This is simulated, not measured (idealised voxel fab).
process module | voxel double patterning
cross-section cut | 225 nm wide | cells 5 nm
A cross-section is a grid of square cells, given in bands from the top down. A band is one or more rows of cells.
Each band's line starts with the height of the band's top and of its bottom, in nm. Then come its materials from left to right, each with its width in nm. One material with "throughout" fills the band from edge to edge. "air" is empty space.
Height 0 is the level under which the wafer as received is all one material. The lowest band goes on downwards, as in "0 down".
A width such as "30 to 40" changes by the same amount from each row of cells to the next, from the band's top row to its bottom row.
"no change" after a step means that no cell of the cross-section changed.
closed voids: empty space of 8 cells or more with no open way to the top, each as width x height at its distance from the left edge, in nm
after a step's settings: what the simulator itself notes on the step
overlay nm, on a step with a mask: how far to the right of its planned place the mask lay; to the left if negative
plan
1 op RECEIVE | material Si
2 op CONFORMAL_DEP | material SiO2 | thk nm 5
3 op DIRECTIONAL_DEP | material W | thk nm 20
4 op DIRECTIONAL_DEP | material SiCN | thk nm 10
5 op DIRECTIONAL_DEP | material aC | thk nm 15
6 op PATTERN | tone open | mask id FIRST | material resist | width nm 15 | pitch nm 50 | thk nm 35 | overlay nm 0
7 op DIRECTIONAL_ETCH | etch materials aC | depth nm 15
8 op STRIP | etch materials resist
9 op DIRECTIONAL_ETCH | etch materials SiCN | depth nm 10
10 op STRIP | etch materials aC
11 op DIRECTIONAL_DEP | material aC | thk nm 10
12 op PATTERN | tone open | mask id SECOND | material resist | width nm 15 | thk nm 25 | overlay nm 0
13 op DIRECTIONAL_ETCH | etch materials aC | depth nm 10
14 op STRIP | etch materials resist
15 op DIRECTIONAL_ETCH | etch materials SiCN | depth nm 10
16 op STRIP | etch materials aC
17 op DIRECTIONAL_ETCH | etch materials W | depth nm 20
18 op STRIP | etch materials SiCN
as received, after step 1
  0 down: Si throughout
  closed voids: none
first wafer at the end, as planned
  25 to 5: W 80 | air 15 | W 10 | air 15 | W 10 | air 15 | W 80
  5 to 0: SiO2 throughout
  0 down: Si throughout
  closed voids: none
second wafer at the end: like start, like plan, one mistake
  20 to 0: W 80 | air 15 | W 10 | air 15 | W 10 | air 15 | W 80
  0 down: Si throughout
  closed voids: none
what went wrong: step 2 was left out
at the end the second wafer has, in cells: 45 fewer of SiO2
